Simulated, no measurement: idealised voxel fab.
Herein follows the process module entitled voxel released beams.
Square cells of 5 nm make up the cross-section cut, whose width is 145 nm.
For the purposes of this document, a cross-section shall be understood as a grid of square cells, specified as bands listed in top-to-bottom order, each band consisting of one or more rows of cells.
It is stipulated that each band's entry specify, in nanometres, the height of the top of the band and then that of its bottom, followed by the materials of the band in left-to-right sequence, each together with its width in nanometres. A single material marked by the word "edge to edge" is understood to fill the band from edge to edge; the word "empty" is understood to denote empty space.
For the purposes of this specification, 0 denotes the height below which the wafer in its as-received condition is composed wholly of one material, and the lowermost band, lacking a lower limit, extends downward without end, as expressed in "0..down".
Per-row width for "30->40": begins at first number (top row of band), ends at second number (bottom row), increment between rows held constant.
"identical to before" -> step changed no cross-section cell.
The label "Unvented internal voids" introduces a list of the empty spaces, 8 cells or larger, that have no open way up to the top; each entry in it reads width x height at distance, where the distance is taken from the left edge and all three are stated in nm.
Step line, after settings: the simulator's comment on this step.
overlay nm: for a step with a mask, the amount by which the mask lay right of where it was planned; a negative amount means left of it.

# Process steps (planned)
- 1: RECEIVE: material Si
- 2: CONFORMAL_DEP: material SiN, thk nm 10
- 3: DIRECTIONAL_DEP: material SiO2, thk nm 10
- 4: DIRECTIONAL_DEP: material aC, thk nm 10
- 5: PATTERN: tone open, mask id ANCHOR, material resist, width nm 30, thk nm 30, overlay nm 0
- 6: DIRECTIONAL_ETCH: etch materials aC, depth nm 10
- 7: STRIP: etch materials resist
- 8: DIRECTIONAL_ETCH: etch materials SiO2, depth nm 10
- 9: STRIP: etch materials aC
- 10: CONFORMAL_DEP: material TiN, thk nm 10
- 11: DIRECTIONAL_DEP: material aC, thk nm 15
- 12: PATTERN: tone cover, mask id BEAM, material resist, width nm 90, thk nm 35, overlay nm 0
- 13: DIRECTIONAL_ETCH: etch materials aC, depth nm 15
- 14: STRIP: etch materials resist
- 15: DIRECTIONAL_ETCH: etch materials TiN, depth nm 10
- 16: STRIP: etch materials aC
- 17: STRIP: etch materials SiO2

# First of the two wafers, run per plan

# Shown in cross-section is the wafer as received, that is, as it stands after step 1
- 0..down | Si edge to edge
- Unvented internal voids: none

# After step 2: wafer cross-section
- 10..0 | SiN edge to edge
- Below 0, the layers are the same as they were.

# After step 3: wafer cross-section
- 20..10 | SiO2 edge to edge
- Below 10, the layers are the same as they were.

# After step 4: wafer cross-section
- 30..20 | aC edge to edge
- Below 20, the layers are the same as they were.

# After step 5: wafer cross-section
- 60..30 | 30 of resist / 30 of empty / 85 of resist
- Below 30, the layers are the same as they were.

# After step 6: wafer cross-section
- 50..30 | 30 of resist / 30 of empty / 85 of resist
- 30..20 | 30 of aC / 30 of empty / 85 of aC
- Below 20, the layers are the same as they were.

# After step 7: wafer cross-section
- 30..20 | 30 of aC / 30 of empty / 85 of aC
- Below 20, the layers are the same as they were.

# After step 8: wafer cross-section
- 30..20 | 30 of aC / 30 of empty / 85 of aC
- 20..10 | 30 of SiO2 / 30 of empty / 85 of SiO2
- Below 10, the layers are the same as they were.

# After step 9: wafer cross-section
- 20..10 | 30 of SiO2 / 30 of empty / 85 of SiO2
- Below 10, the layers are the same as they were.

# After step 10: wafer cross-section
- 30..20 | 40 of TiN / 10 of empty / 95 of TiN
- 20..10 | 30 of SiO2 / 30 of TiN / 85 of SiO2
- Below 10, the layers are the same as they were.

# After step 11: wafer cross-section
- 45..35 | 40 of aC / 10 of empty / 95 of aC
- 35..30 | aC edge to edge
- 30..20 | 40 of TiN / 10 of aC / 95 of TiN
- Below 20, the layers are the same as they were.

# After step 12: wafer cross-section
- 80..45 | 25 of empty / 90 of resist / 30 of empty
- 45..35 | 40 of aC / 10 of resist / 95 of aC
- Below 35, the layers are the same as they were.

# After step 13: wafer cross-section
- 65..45 | 25 of empty / 90 of resist / 30 of empty
- 45..35 | 25 of empty / 15 of aC / 10 of resist / 65 of aC / 30 of empty
- 35..30 | 25 of empty / 90 of aC / 30 of empty
- Below 30, the layers are the same as they were.

# After step 14: wafer cross-section
- 45..35 | 25 of empty / 15 of aC / 10 of empty / 65 of aC / 30 of empty
- Below 35, the layers are the same as they were.

# After step 15: wafer cross-section
- 45..35 | 25 of empty / 15 of aC / 10 of empty / 65 of aC / 30 of empty
- 35..30 | 25 of empty / 90 of aC / 30 of empty
- 30..20 | 25 of empty / 15 of TiN / 10 of aC / 65 of TiN / 30 of empty
- Below 20, the layers are the same as they were.

# After step 16: wafer cross-section
- 30..20 | 25 of empty / 15 of TiN / 10 of empty / 65 of TiN / 30 of empty
- Below 20, the layers are the same as they were.

# After step 17: wafer cross-section
- 30..20 | 25 of empty / 15 of TiN / 10 of empty / 65 of TiN / 30 of empty
- 20..10 | 30 of empty / 30 of TiN / 85 of empty
- Below 10, the layers are the same as they were.

# The second wafer: identical to the first at the outset and in its planned sequence, differing only in that one mistake was made during processing; up to and including step 11, its path is the first wafer's path

# Second wafer: cross-section at the scheduled end of step 12
- 80..45 | 20 of empty / 90 of resist / 35 of empty
- 45..35 | 40 of aC / 10 of resist / 95 of aC
- Below 35, the layers are the same as they were.

# Second wafer: cross-section at the scheduled end of step 13
- 65..45 | 20 of empty / 90 of resist / 35 of empty
- 45..35 | 20 of empty / 20 of aC / 10 of resist / 60 of aC / 35 of empty
- 35..30 | 20 of empty / 90 of aC / 35 of empty
- Below 30, the layers are the same as they were.

# Second wafer: cross-section at the scheduled end of step 14
- 45..35 | 20 of empty / 20 of aC / 10 of empty / 60 of aC / 35 of empty
- Below 35, the layers are the same as they were.

# Second wafer: cross-section at the scheduled end of step 15
- 45..35 | 20 of empty / 20 of aC / 10 of empty / 60 of aC / 35 of empty
- 35..30 | 20 of empty / 90 of aC / 35 of empty
- 30..20 | 20 of empty / 20 of TiN / 10 of aC / 60 of TiN / 35 of empty
- Below 20, the layers are the same as they were.

# Second wafer: cross-section at the scheduled end of step 16
- 30..20 | 20 of empty / 20 of TiN / 10 of empty / 60 of TiN / 35 of empty
- Below 20, the layers are the same as they were.

# Second wafer: cross-section at the scheduled end of step 17
- 30..20 | 20 of empty / 20 of TiN / 10 of empty / 60 of TiN / 35 of empty
- 20..10 | 30 of empty / 30 of TiN / 85 of empty
- Below 10, the layers are the same as they were.
Against the plan, the run slipped here: step 12 went in with a setting other than planned; the actual run was PATTERN: tone cover, mask id BEAM, material resist, width nm 90, thk nm 35, overlay nm -5
At the end, each material covers as many cells on the second wafer as it does on the first, though the cells it covers are elsewhere.
